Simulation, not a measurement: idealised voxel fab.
The following process module bears the name voxel capacitor over wiring.
Cross-section cut spans 270 nm and uses square cells 5 nm in size.
Think of the cross-section as a grid of square cells. We describe it in bands, top to bottom, and each band covers one or more rows of those cells. It is stipulated that each band's entry specify, in nanometres, the height of the top of the band and then that of its bottom, followed by the materials of the band in left-to-right sequence, each together with its width in nanometres. A single material marked by the word "all across" is understood to fill the band from edge to edge; the word "blank" is understood to denote empty space. Where do heights start? At 0: under that level the wafer as delivered is made of one material only. And the lowest band has no floor; it just carries on downward, as in "0 nm and below". Width spec "30->40" -> top row of cells at first value, bottom row at second value, equal per-row change in between. The cross-section has no changed cell in any step marked "no modification". Under "Closed void listing" you'll find the enclosed gaps, the ones with no way out to the top, that are 8 cells or bigger; each reads width x height at distance, with distance counted from the left edge, everything in nm. Post-settings text on a step line: simulator's own remark regarding the step. The setting "overlay nm" may be written on the line of a step. When the step uses a mask, the value reports how far to the right of the planned place the mask lay, and a negative value reports that it lay to the left.

Set out below are the planned steps of the process
1. RECEIVE, material Si
2. CONFORMAL_DEP, material SiO2, thk nm 15
3. DIRECTIONAL_DEP, material TiN, thk nm 5
4. DIRECTIONAL_DEP, material Ru, thk nm 25
5. DIRECTIONAL_DEP, material aC, thk nm 15
6. PATTERN, tone cover, mask id METAL_1, material resist, width nm 20, pitch nm 85, thk nm 35, overlay nm 0
7. DIRECTIONAL_ETCH, etch materials aC, depth nm 15
8. STRIP, etch materials resist
9. DIRECTIONAL_ETCH, etch materials Ru, depth nm 25
10. DIRECTIONAL_ETCH, etch materials TiN, depth nm 5
11. STRIP, etch materials aC
12. CONFORMAL_DEP, material SiCN, thk nm 5
13. FILL_DEP, material lowk, thk nm 5
14. CMP, height nm 45
15. CONFORMAL_DEP, material SiCN, thk nm 5
16. DIRECTIONAL_DEP, material SiO2, thk nm 15
17. DIRECTIONAL_DEP, material aC, thk nm 10
18. PATTERN, tone open, mask id PLUG_1, material resist, width nm 15, thk nm 25, overlay nm 0
19. DIRECTIONAL_ETCH, etch materials aC, depth nm 10
20. STRIP, etch materials resist
21. DIRECTIONAL_ETCH, etch materials SiO2, depth nm 15
22. DIRECTIONAL_ETCH, etch materials SiCN, depth nm 5
23. STRIP, etch materials aC
24. CONFORMAL_DEP, material TiN, thk nm 5
25. FILL_DEP, material Ru, thk nm 10
26. CMP, height nm 65
27. DIRECTIONAL_DEP, material TiN, thk nm 5
28. DIRECTIONAL_DEP, material SiN, thk nm 5
29. DIRECTIONAL_DEP, material TiN, thk nm 5
30. MASKED_ETCH, tone cover, mask id UPPER_PLATE, width nm 70, etch materials TiN, depth nm 5, overlay nm 0
31. MASKED_ETCH, tone cover, mask id UPPER_PLATE, width nm 70, etch materials SiN, depth nm 5, overlay nm 0
32. PATTERN, tone cover, mask id LOWER_PLATE, material resist, width nm 80, thk nm 15, overlay nm -15
33. DIRECTIONAL_ETCH, etch materials TiN, depth nm 5
34. STRIP, etch materials resist
35. FILL_DEP, material SiO2, thk nm 20
36. CMP, height nm 95
37. MASKED_ETCH, tone open, mask id PLUG_2, width nm 15, etch materials SiO2, depth nm 15, overlay nm 0
38. CONFORMAL_DEP, material TiN, thk nm 5
39. FILL_DEP, material Ru, thk nm 5
40. CMP, height nm 95
41. CONFORMAL_DEP, material SiN, thk nm 5
For this document, wafers share an identical start and vary in the step 32 overlay nm; the plan quotes the first wafer's value.

Here's the first of the wafers in cross-section, just as we got it, i.e. after step 1
* 0 nm and below: Si all across
* Closed void listing: none

Every row in this table is a wafer at the end of the module, and it gives, for each of the materials, the cells that wafer has gained (+) or lost (-) since it was received, then its closed voids
overlay nm -15; +45 Ru; +117 SiCN; +68 SiN; +586 SiO2; +54 TiN; +210 lowk; Closed void listing: none
overlay nm -10; +45 Ru; +117 SiCN; +68 SiN; +586 SiO2; +54 TiN; +210 lowk; Closed void listing: none
overlay nm -5; +45 Ru; +117 SiCN; +68 SiN; +586 SiO2; +54 TiN; +210 lowk; Closed void listing: none
overlay nm 0; +45 Ru; +117 SiCN; +68 SiN; +586 SiO2; +54 TiN; +210 lowk; Closed void listing: none
overlay nm 5; +45 Ru; +117 SiCN; +68 SiN; +586 SiO2; +54 TiN; +210 lowk; Closed void listing: none
overlay nm 10; +45 Ru; +117 SiCN; +68 SiN; +586 SiO2; +54 TiN; +210 lowk; Closed void listing: none
overlay nm 15; +45 Ru; +117 SiCN; +68 SiN; +586 SiO2; +54 TiN; +210 lowk; Closed void listing: none
